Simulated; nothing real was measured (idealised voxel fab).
Proc. module: voxel released beams
Each square cell in cross-section cut measures 5 nm, and the section as a whole is 250 nm wide.
Just so we're on the same page, the cross-sections are grids of square cells, and they're listed out in bands top to bottom, each band one or more rows deep. Heads up on the band format: heights come first, top then bottom, in nm. After that it's the materials left to right, each with its width in nm. A single material flagged "all across" fills the whole band edge to edge, and "empty" means there's empty space there. Heights are reckoned from 0. Under this level, the received wafer is all of one material. The bottommost band is open-ended downward, for example "0..down". You'd read "30 to 40" like this: the band's top row of cells is as wide as the first number, its bottom row is as wide as the second, and going down, every row changes width by the same amount as the row before did. The cross-section has no changed cell in any step marked "nothing got changed". "Entrapped voids": sealed empty spaces, 8 cells or more, no open way to top, listed width x height at distance, with distance from the left edge and width, height and distance in nm. What comes after the settings on a step's line is commentary from the simulator itself on that step. "overlay nm" denotes, for a step that has a mask, the displacement of the mask to the right of its planned place, with negative values corresponding to the left.

**These are the steps we planned for the process**
1: RECEIVE | material Si
2: CONFORMAL_DEP | material SiN | thk nm 5
3: DIRECTIONAL_DEP | material SiO2 | thk nm 10
4: PATTERN | tone open | mask id ANCHOR | material resist | width nm 25 | thk nm 15 | overlay nm 0
5: DIRECTIONAL_ETCH | etch materials SiO2 | depth nm 10
6: STRIP | etch materials resist
7: CONFORMAL_DEP | material W | thk nm 10
8: DIRECTIONAL_DEP | material aC | thk nm 10
9: PATTERN | tone cover | mask id BEAM | material resist | width nm 70 | thk nm 25 | overlay nm 0
10: DIRECTIONAL_ETCH | etch materials aC | depth nm 10
11: STRIP | etch materials resist
12: DIRECTIONAL_ETCH | etch materials W | depth nm 10
13: STRIP | etch materials aC
14: STRIP | etch materials SiO2

**Cross-section, incoming material, after step 1**
	0..down = Si all across
	Entrapped voids: none

**The first of two wafers, cross-sectioned at the end of the module, with the run proceeding as planned**
	25..15 = empty: 85 / W: 15 / empty: 5 / W: 50 / empty: 95
	15..5 = empty: 90 / W: 25 / empty: 135
	5..0 = SiN all across
	0..down = Si all across
	Entrapped voids: none

**Cross-section of the latter of the two wafers at module completion. It had an identical start and an identical plan to the former; in running it, one mistake was made**
	25..15 = empty: 85 / W: 70 / empty: 95
	15..10 = SiN all across
	10..0 = SiO2 all across
	0..down = Si all across
	Entrapped voids: none
Which mistake was made when the wafer was run? steps 2 and 3 of the plan were run in the wrong order, each in the other's place
Counted in cells at the end, the second wafer holds more or fewer of these materials than the first: SiO2 +100 | W -8
